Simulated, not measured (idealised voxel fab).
process module | voxel spacer lines
cross-section cut | 290 nm wide | cells 5 nm
A cross-section is a grid of square cells, given in bands from the top down. A band is one or more rows of cells.
Each band's line starts with the height of the band's top and of its bottom, in nm. Then come its materials from left to right, each with its width in nm. One material with "throughout" fills the band from edge to edge. "air" is empty space.
Height 0 is the level under which the wafer as received is all one material. The lowest band goes on downwards, as in "0 down".
A width such as "30 to 40" changes by the same amount from each row of cells to the next, from the band's top row to its bottom row.
"no change" after a step means that no cell of the cross-section changed.
closed voids: empty space of 8 cells or more with no open way to the top, each as width x height at its distance from the left edge, in nm
after a step's settings: what the simulator itself notes on the step
overlay nm, on a step with a mask: how far to the right of its planned place the mask lay; to the left if negative
plan
1 op RECEIVE | material Si
2 op CONFORMAL_DEP | material Al2O3 | thk nm 10
3 op DIRECTIONAL_DEP | material W | thk nm 15
4 op DIRECTIONAL_DEP | material aC | thk nm 25
5 op PATTERN | tone cover | mask id MANDREL | material resist | width nm 25 | pitch nm 80 | thk nm 30 | overlay nm 0
6 op DIRECTIONAL_ETCH | etch materials aC | depth nm 25
7 op STRIP | etch materials resist
8 op CONFORMAL_DEP | material SiN | thk nm 15
9 op DIRECTIONAL_ETCH | etch materials SiN | depth nm 15
10 op STRIP | etch materials aC
11 op DIRECTIONAL_ETCH | etch materials W | depth nm 15
12 op STRIP | etch materials SiN
as received, after step 1
  0 down: Si throughout
  closed voids: none
a wafer at the end: this start, this plan, one mistake
  15 to 0: air 75 | W 15 | air 25 | W 15 | air 25 | W 15 | air 25 | W 15 | air 80
  0 down: Si throughout
  closed voids: none
what went wrong: step 2 was left out
